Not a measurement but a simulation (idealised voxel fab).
Presented below is a process module, voxel tone inversion.
This is section cut - it's 175 nm across, gridded in 5 nm square cells.
In this document a cross-section is written as a grid of square cells. It is given as a series of bands, listed from the top down, and a band is one or more rows of cells. A band entry consists of two parts. The first gives the height of the band's top and the height of its bottom, in nm. The rest lists the band's materials from left to right, each with its width in nm. A single material labelled with the word "edge to edge" fills the band from edge to edge, and the word "blank" marks empty space. All heights in this document are referenced to 0, defined as the level beneath which the wafer, as received, consists entirely of one material. The lowest band is not bounded below; it extends indefinitely downward and is written in the form "0 -> down". Per-row width for "30 to 40": begins at first number (top row of band), ends at second number (bottom row), increment between rows held constant. What does "everything unchanged" mean for a step? It means no cell of the cross-section changed in that step. Look at "Enclosed cavities" for the closed voids: empty spaces with no open path to the top, sized 8 cells or up. Each is width x height at distance, distance from the left edge, all nm. It should be noted that, on the line of a given step, the content following the step's settings is a remark produced by the simulator itself with respect to that step. Steps that use a mask can have "overlay nm" on their line. It says how far the mask sat to the right of where it was meant to be. Negative means to the left.
Listed below are the process steps as planned:
1: RECEIVE [material Si]
2: CONFORMAL_DEP [material SiCN] [thk nm 10]
3: DIRECTIONAL_DEP [material polySi] [thk nm 25]
4: PATTERN [tone cover] [mask id POSTS] [material resist] [width nm 25] [pitch nm 45] [thk nm 30] [overlay nm 0]
5: DIRECTIONAL_ETCH [etch materials polySi] [depth nm 25]
6: STRIP [etch materials resist]
7: FILL_DEP [material lowk] [thk nm 5]
8: CMP [height nm 35]
9: STRIP [etch materials polySi]
As-received state of the wafer in cross-section, equivalent to post-step 1:
    0 -> down  Si edge to edge
    Enclosed cavities: none
Figure: cross-sectional view of the wafer upon completion of the module, processed from the initial state and according to the plan depicted above, with one error introduced during execution:
    35 -> 25  SiCN edge to edge
    25 -> 0  polySi edge to edge
    0 -> down  Si edge to edge
    Enclosed cavities: none
Error vs. plan: steps 2 and 3 swapped
